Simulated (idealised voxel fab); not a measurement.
Process module under the name voxel plated lines
It is cross-section cut that appears here, measuring 235 nm in width, its square cells being 5 nm in size.
Just so we're on the same page, the cross-sections are grids of square cells, and they're listed out in bands top to bottom, each band one or more rows deep.
Read a band's entry like this: the first values are the height of its top and the height of its bottom in nm, and what follows is the sequence of materials from left to right, each with its width in nm. Note that "empty" is empty space, and that a single material marked "everywhere" reaches across the band from edge to edge.
The level at which height equals 0 is the one under which the wafer, as it arrives, is entirely one material. No lower edge exists for the bottom band, which continues downward and is notated as in "z 0 and below".
Width: "30->40" (first number = top row, second number = bottom row, same change from row to row of cells).
The designation "no alterations made", where it is given for a processing step, indicates that no cell of the cross-section was altered in the course of that step.
"Enclosed void inventory": empty spaces of 8 cells or more with no open way to the top, each given as width x height at distance, distance from the left edge, all in nm.
Past the settings on a step's line: simulator remark, on that step.
overlay nm: mask right of planned place by this much (step with mask). Neg. = left.

# Below is the list of planned process steps
1. op RECEIVE | material Si
2. op CONFORMAL_DEP | material SiO2 | thk nm 15
3. op DIRECTIONAL_DEP | material TiN | thk nm 5
4. op PATTERN | tone open | mask id LINES | material resist | width nm 25 | pitch nm 45 | thk nm 20 | overlay nm 0
5. op EPI | material Ru | thk nm 10
6. op STRIP | etch materials resist
7. op DIRECTIONAL_ETCH | etch materials TiN | depth nm 5
8. op CONFORMAL_DEP | material SiO2 | thk nm 5

# Cross-section: wafer on arrival = after step 1
- z 0 and below  Si everywhere
- Enclosed void inventory: none

# The module was run from the start shown above using the plan shown above, but one mistake was made doing it; the resulting wafer cross-section is below
- z 45 to 40  empty 55 nm | SiO2 35 nm | empty 10 nm | SiO2 35 nm | empty 10 nm | SiO2 35 nm | empty 55 nm
- z 40 to 20  empty 55 nm | SiO2 5 nm | Ru 25 nm | SiO2 5 nm | empty 10 nm | SiO2 5 nm | Ru 25 nm | SiO2 5 nm | empty 10 nm | SiO2 5 nm | Ru 25 nm | SiO2 5 nm | empty 55 nm
- z 20 to 15  SiO2 60 nm | TiN 25 nm | SiO2 20 nm | TiN 25 nm | SiO2 20 nm | TiN 25 nm | SiO2 60 nm
- z 15 to 0  SiO2 everywhere
- z 0 and below  Si everywhere
- Enclosed void inventory: none
Processing error: regarding the plan, step 5 was run twice
